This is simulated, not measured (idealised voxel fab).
The process module that follows is named voxel self aligned vias.
Each square cell in cross-section cut measures 5 nm, and the section as a whole is 250 nm wide.
Format of a cross-section: grid, square cells. Given as bands. Order: top down. Band: one or more rows of cells.
Quick guide to a band line: top height, bottom height (nm) up front; then every material left to right with its width in nm. Only one material and it's marked "full width"? Then it fills the band edge to edge. And "air" just means empty space.
Height 0 is the level under which the wafer as received is all one material. The lowest band goes on downwards, as in "z 0 and below".
Width "30->40": first value at the band's top row of cells, second value at its bottom row, equal change from row to row.
Reading "everything unchanged" for a step: not a cell of the cross-section changed in it.
The entry titled "Closed void list" provides the empty spaces that have no open way to the top, restricted to those of 8 cells or more. Each is presented as width x height at distance, the distance being measured from the left edge, with all three in nm.
Note: text after step settings on the step line = simulator remark on that step.
The "overlay nm" setting may appear on a step's line; for a step that uses a mask, it gives how far to the right of its planned position the mask lay, and a negative value indicates the left.

Steps planned for the process
1: RECEIVE,material Si
2: CONFORMAL_DEP,material SiO2,thk nm 15
3: CONFORMAL_DEP,material SiCN,thk nm 5
4: DIRECTIONAL_DEP,material lowk,thk nm 25
5: MASKED_ETCH,tone open,mask id LINES,width nm 25,pitch nm 60,etch materials lowk,depth nm 25,overlay nm 0
6: CONFORMAL_DEP,material TiN,thk nm 5
7: FILL_DEP,material W,thk nm 5
8: CMP,height nm 45
9: SELECTIVE_ETCH,etch materials W Ru TiN,depth nm 10
10: FILL_DEP,material SiN,thk nm 5
11: CMP,height nm 45
12: DIRECTIONAL_DEP,material lowk,thk nm 20
13: DIRECTIONAL_DEP,material aC,thk nm 10
14: PATTERN,tone open,mask id VIAS,material resist,width nm 45,pitch nm 60,thk nm 30,overlay nm 0
15: DIRECTIONAL_ETCH,etch materials aC,depth nm 10
16: STRIP,etch materials resist
17: DIRECTIONAL_ETCH,etch materials lowk,depth nm 20
18: DIRECTIONAL_ETCH,etch materials SiN,depth nm 10
19: STRIP,etch materials aC
20: CONFORMAL_DEP,material TiN,thk nm 5
21: FILL_DEP,material Cu,thk nm 10
22: CMP,height nm 65
23: CONFORMAL_DEP,material SiCN,thk nm 5

Cross-section, incoming material, after step 1
* z 0 and below  Si full width
* Closed void list: none

Figure: cross-sectional view of the wafer upon completion of the module, processed from the initial state and according to the plan depicted above, with one error introduced during execution
* z 70 to 65  SiCN full width
* z 65 to 50  70 of lowk / 5 of TiN / 35 of Cu / 5 of TiN / 15 of lowk / 5 of TiN / 35 of Cu / 5 of TiN / 75 of lowk
* z 50 to 45  70 of lowk / 15 of TiN / 15 of Cu / 15 of TiN / 15 of lowk / 15 of TiN / 15 of Cu / 15 of TiN / 75 of lowk
* z 45 to 40  80 of lowk / 25 of TiN / 35 of lowk / 25 of TiN / 85 of lowk
* z 40 to 35  80 of lowk / 25 of SiN / 35 of lowk / 25 of SiN / 85 of lowk
* z 35 to 25  80 of lowk / 5 of TiN / 15 of W / 5 of TiN / 35 of lowk / 5 of TiN / 15 of W / 5 of TiN / 85 of lowk
* z 25 to 20  80 of lowk / 25 of TiN / 35 of lowk / 25 of TiN / 85 of lowk
* z 20 to 15  SiCN full width
* z 15 to 0  SiO2 full width
* z 0 and below  Si full width
* Closed void list: none
Processing error: for step 18, the planned setting was not used; the step was instead run as DIRECTIONAL_ETCH,etch materials SiN,depth nm 5
